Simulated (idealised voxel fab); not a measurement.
process module | voxel capacitor over wiring
cross-section cut | 200 nm wide | cells 5 nm
A cross-section is a grid of square cells, given in bands from the top down. A band is one or more rows of cells.
Each band's line starts with the height of the band's top and of its bottom, in nm. Then come its materials from left to right, each with its width in nm. One material with "throughout" fills the band from edge to edge. "air" is empty space.
Height 0 is the level under which the wafer as received is all one material. The lowest band goes on downwards, as in "0 down".
A width such as "30 to 40" changes by the same amount from each row of cells to the next, from the band's top row to its bottom row.
"no change" after a step means that no cell of the cross-section changed.
closed voids: empty space of 8 cells or more with no open way to the top, each as width x height at its distance from the left edge, in nm
after a step's settings: what the simulator itself notes on the step
overlay nm, on a step with a mask: how far to the right of its planned place the mask lay; to the left if negative
plan
1 op RECEIVE | material Si
2 op CONFORMAL_DEP | material SiO2 | thk nm 15
3 op DIRECTIONAL_DEP | material TiN | thk nm 5
4 op DIRECTIONAL_DEP | material Ru | thk nm 20
5 op DIRECTIONAL_DEP | material aC | thk nm 10
6 op PATTERN | tone cover | mask id METAL_1 | material resist | width nm 30 | pitch nm 100 | thk nm 25 | overlay nm 0
7 op DIRECTIONAL_ETCH | etch materials aC | depth nm 10
8 op STRIP | etch materials resist
9 op DIRECTIONAL_ETCH | etch materials Ru | depth nm 20
10 op DIRECTIONAL_ETCH | etch materials TiN | depth nm 5
11 op STRIP | etch materials aC
12 op FILL_DEP | material lowk | thk nm 10
13 op CMP | height nm 40
14 op CONFORMAL_DEP | material SiCN | thk nm 5
15 op DIRECTIONAL_DEP | material lowk | thk nm 15
16 op DIRECTIONAL_DEP | material aC | thk nm 15
17 op PATTERN | tone open | mask id PLUG_1 | material resist | width nm 15 | thk nm 35 | overlay nm 0
18 op DIRECTIONAL_ETCH | etch materials aC | depth nm 15
19 op STRIP | etch materials resist
20 op DIRECTIONAL_ETCH | etch materials lowk | depth nm 15
21 op DIRECTIONAL_ETCH | etch materials SiCN | depth nm 5
22 op STRIP | etch materials aC
23 op EPI | material Ru | thk nm 10
24 op EPI | material Ru | thk nm 10
25 op DIRECTIONAL_DEP | material TiN | thk nm 10
26 op DIRECTIONAL_DEP | material Al2O3 | thk nm 5
27 op DIRECTIONAL_DEP | material TiN | thk nm 5
28 op PATTERN | tone cover | mask id UPPER_PLATE | material resist | width nm 75 | thk nm 15 | overlay nm 0
29 op DIRECTIONAL_ETCH | etch materials TiN | depth nm 5
30 op DIRECTIONAL_ETCH | etch materials Al2O3 | depth nm 5
31 op STRIP | etch materials resist
32 op DIRECTIONAL_DEP | material aC | thk nm 10
33 op PATTERN | tone cover | mask id LOWER_PLATE | material resist | width nm 85 | thk nm 25 | overlay nm 0
34 op DIRECTIONAL_ETCH | etch materials aC | depth nm 10
35 op STRIP | etch materials resist
36 op DIRECTIONAL_ETCH | etch materials TiN | depth nm 10
37 op STRIP | etch materials aC
38 op FILL_DEP | material SiO2 | thk nm 15
39 op CMP | height nm 90
40 op DIRECTIONAL_DEP | material aC | thk nm 15
41 op PATTERN | tone open | mask id PLUG_2 | material resist | width nm 15 | thk nm 30 | overlay nm 0
42 op DIRECTIONAL_ETCH | etch materials aC | depth nm 15
43 op STRIP | etch materials resist
44 op DIRECTIONAL_ETCH | etch materials SiO2 | depth nm 10
45 op STRIP | etch materials aC
46 op CONFORMAL_DEP | material TiN | thk nm 5
47 op FILL_DEP | material Ru | thk nm 10
48 op CMP | height nm 90
49 op CONFORMAL_DEP | material SiCN | thk nm 5
first wafer, as planned
as received, after step 1
  0 down: Si throughout
  closed voids: none
after step 2
  15 to 0: SiO2 throughout
  below 0: unchanged
after step 3
  20 to 15: TiN throughout
  below 15: unchanged
after step 4
  40 to 20: Ru throughout
  below 20: unchanged
after step 5
  50 to 40: aC throughout
  below 40: unchanged
after step 6
  75 to 50: air 35 | resist 30 | air 70 | resist 30 | air 35
  below 50: unchanged
after step 7
  65 to 50: air 35 | resist 30 | air 70 | resist 30 | air 35
  50 to 40: air 35 | aC 30 | air 70 | aC 30 | air 35
  below 40: unchanged
after step 8
  50 to 40: air 35 | aC 30 | air 70 | aC 30 | air 35
  below 40: unchanged
after step 9
  50 to 40: air 35 | aC 30 | air 70 | aC 30 | air 35
  40 to 20: air 35 | Ru 30 | air 70 | Ru 30 | air 35
  below 20: unchanged
after step 10
  50 to 40: air 35 | aC 30 | air 70 | aC 30 | air 35
  40 to 20: air 35 | Ru 30 | air 70 | Ru 30 | air 35
  20 to 15: air 35 | TiN 30 | air 70 | TiN 30 | air 35
  below 15: unchanged
after step 11
  40 to 20: air 35 | Ru 30 | air 70 | Ru 30 | air 35
  below 20: unchanged
after step 12
  50 to 40: lowk throughout
  40 to 20: lowk 35 | Ru 30 | lowk 70 | Ru 30 | lowk 35
  20 to 15: lowk 35 | TiN 30 | lowk 70 | TiN 30 | lowk 35
  below 15: unchanged
after step 13
  40 to 20: lowk 35 | Ru 30 | lowk 70 | Ru 30 | lowk 35
  below 20: unchanged
after step 14
  45 to 40: SiCN throughout
  below 40: unchanged
after step 15
  60 to 45: lowk throughout
  below 45: unchanged
after step 16
  75 to 60: aC throughout
  below 60: unchanged
after step 17
  110 to 75: resist 50 | air 15 | resist 135
  below 75: unchanged
after step 18
  95 to 75: resist 50 | air 15 | resist 135
  75 to 60: aC 50 | air 15 | aC 135
  below 60: unchanged
after step 19
  75 to 60: aC 50 | air 15 | aC 135
  below 60: unchanged
after step 20
  75 to 60: aC 50 | air 15 | aC 135
  60 to 45: lowk 50 | air 15 | lowk 135
  below 45: unchanged
after step 21
  75 to 60: aC 50 | air 15 | aC 135
  60 to 45: lowk 50 | air 15 | lowk 135
  45 to 40: SiCN 50 | air 15 | SiCN 135
  below 40: unchanged
after step 22
  60 to 45: lowk 50 | air 15 | lowk 135
  below 45: unchanged
after step 23
  60 to 50: lowk 50 | air 15 | lowk 135
  50 to 45: lowk 50 | Ru 15 | lowk 135
  45 to 40: SiCN 50 | Ru 15 | SiCN 135
  below 40: unchanged
after step 24
  60 to 45: lowk 50 | Ru 15 | lowk 135
  below 45: unchanged
after step 25
  70 to 60: TiN throughout
  below 60: unchanged
after step 26
  75 to 70: Al2O3 throughout
  below 70: unchanged
after step 27
  80 to 75: TiN throughout
  below 75: unchanged
after step 28
  95 to 80: air 50 | resist 75 | air 75
  below 80: unchanged
after step 29
  95 to 80: air 50 | resist 75 | air 75
  80 to 75: air 50 | TiN 75 | air 75
  below 75: unchanged
after step 30
  95 to 80: air 50 | resist 75 | air 75
  80 to 75: air 50 | TiN 75 | air 75
  75 to 70: air 50 | Al2O3 75 | air 75
  below 70: unchanged
after step 31
  80 to 75: air 50 | TiN 75 | air 75
  below 75: unchanged
after step 32
  90 to 80: air 50 | aC 75 | air 75
  80 to 75: aC 50 | TiN 75 | aC 75
  75 to 70: aC 50 | Al2O3 75 | aC 75
  below 70: unchanged
after step 33
  115 to 90: air 45 | resist 85 | air 70
  90 to 80: air 45 | resist 5 | aC 75 | resist 5 | air 70
  below 80: unchanged
after step 34
  105 to 90: air 45 | resist 85 | air 70
  90 to 80: air 45 | resist 5 | aC 75 | resist 5 | air 70
  80 to 75: air 45 | aC 5 | TiN 75 | aC 5 | air 70
  75 to 70: air 45 | aC 5 | Al2O3 75 | aC 5 | air 70
  below 70: unchanged
after step 35
  90 to 80: air 50 | aC 75 | air 75
  below 80: unchanged
after step 36
  90 to 80: air 50 | aC 75 | air 75
  80 to 75: air 45 | aC 5 | TiN 75 | aC 5 | air 70
  75 to 70: air 45 | aC 5 | Al2O3 75 | aC 5 | air 70
  70 to 60: air 45 | TiN 85 | air 70
  below 60: unchanged
after step 37
  80 to 75: air 50 | TiN 75 | air 75
  75 to 70: air 50 | Al2O3 75 | air 75
  below 70: unchanged
after step 38
  95 to 80: SiO2 throughout
  80 to 75: SiO2 50 | TiN 75 | SiO2 75
  75 to 70: SiO2 50 | Al2O3 75 | SiO2 75
  70 to 60: SiO2 45 | TiN 85 | SiO2 70
  below 60: unchanged
after step 39
  90 to 80: SiO2 throughout
  below 80: unchanged
after step 40
  105 to 90: aC throughout
  below 90: unchanged
after step 41
  135 to 105: resist 60 | air 15 | resist 125
  below 105: unchanged
after step 42
  120 to 105: resist 60 | air 15 | resist 125
  105 to 90: aC 60 | air 15 | aC 125
  below 90: unchanged
after step 43
  105 to 90: aC 60 | air 15 | aC 125
  below 90: unchanged
after step 44
  105 to 90: aC 60 | air 15 | aC 125
  90 to 80: SiO2 60 | air 15 | SiO2 125
  below 80: unchanged
after step 45
  90 to 80: SiO2 60 | air 15 | SiO2 125
  below 80: unchanged
after step 46
  95 to 90: TiN 65 | air 5 | TiN 130
  90 to 85: SiO2 60 | TiN 5 | air 5 | TiN 5 | SiO2 125
  85 to 75: SiO2 60 to 50 | TiN 15 to 75 | SiO2 125 to 75
  below 75: unchanged
after step 47
  105 to 95: Ru throughout
  95 to 90: TiN 65 | Ru 5 | TiN 130
  90 to 85: SiO2 60 | TiN 5 | Ru 5 | TiN 5 | SiO2 125
  below 85: unchanged
after step 48
  90 to 85: SiO2 60 | TiN 5 | Ru 5 | TiN 5 | SiO2 125
  below 85: unchanged
after step 49
  95 to 90: SiCN throughout
  below 90: unchanged
second wafer: like start, like plan, one mistake. Through step 25 it matches the first wafer
when step 26 should have ended: no change
when step 27 should have ended
  75 to 60: TiN throughout
  below 60: unchanged
when step 28 should have ended
  90 to 75: air 50 | resist 75 | air 75
  below 75: unchanged
when step 29 should have ended
  90 to 75: air 50 | resist 75 | air 75
  75 to 70: air 50 | TiN 75 | air 75
  below 70: unchanged
when step 30 should have ended: no change
when step 31 should have ended
  75 to 70: air 50 | TiN 75 | air 75
  below 70: unchanged
when step 32 should have ended
  85 to 80: air 50 | aC 75 | air 75
  80 to 75: aC throughout
  75 to 70: aC 50 | TiN 75 | aC 75
  below 70: unchanged
when step 33 should have ended
  110 to 85: air 45 | resist 85 | air 70
  85 to 80: air 45 | resist 5 | aC 75 | resist 5 | air 70
  below 80: unchanged
when step 34 should have ended
  100 to 85: air 45 | resist 85 | air 70
  85 to 80: air 45 | resist 5 | aC 75 | resist 5 | air 70
  80 to 75: air 45 | aC 85 | air 70
  75 to 70: air 45 | aC 5 | TiN 75 | aC 5 | air 70
  below 70: unchanged
when step 35 should have ended
  85 to 75: air 50 to 45 | aC 75 to 85 | air 75 to 70
  below 75: unchanged
when step 36 should have ended
  85 to 75: air 50 to 45 | aC 75 to 85 | air 75 to 70
  75 to 70: air 45 | aC 5 | TiN 75 | aC 5 | air 70
  70 to 60: air 45 | TiN 85 | air 70
  below 60: unchanged
when step 37 should have ended
  75 to 70: air 50 | TiN 75 | air 75
  below 70: unchanged
when step 38 should have ended
  90 to 75: SiO2 throughout
  75 to 70: SiO2 50 | TiN 75 | SiO2 75
  70 to 60: SiO2 45 | TiN 85 | SiO2 70
  below 60: unchanged
when step 39 should have ended: no change
when step 40 should have ended
  105 to 90: aC throughout
  below 90: unchanged
when step 41 should have ended
  135 to 105: resist 60 | air 15 | resist 125
  below 105: unchanged
when step 42 should have ended
  120 to 105: resist 60 | air 15 | resist 125
  105 to 90: aC 60 | air 15 | aC 125
  below 90: unchanged
when step 43 should have ended
  105 to 90: aC 60 | air 15 | aC 125
  below 90: unchanged
when step 44 should have ended
  105 to 90: aC 60 | air 15 | aC 125
  90 to 80: SiO2 60 | air 15 | SiO2 125
  below 80: unchanged
when step 45 should have ended
  90 to 80: SiO2 60 | air 15 | SiO2 125
  below 80: unchanged
when step 46 should have ended
  95 to 90: TiN 65 | air 5 | TiN 130
  90 to 85: SiO2 60 | TiN 5 | air 5 | TiN 5 | SiO2 125
  85 to 80: SiO2 60 | TiN 15 | SiO2 125
  below 80: unchanged
when step 47 should have ended
  105 to 95: Ru throughout
  95 to 90: TiN 65 | Ru 5 | TiN 130
  90 to 85: SiO2 60 | TiN 5 | Ru 5 | TiN 5 | SiO2 125
  below 85: unchanged
when step 48 should have ended
  90 to 85: SiO2 60 | TiN 5 | Ru 5 | TiN 5 | SiO2 125
  below 85: unchanged
when step 49 should have ended
  95 to 90: SiCN throughout
  below 90: unchanged
what went wrong: step 26 was left out
at the end the second wafer has, in cells: 15 fewer of Al2O3 | 15 more of SiO2
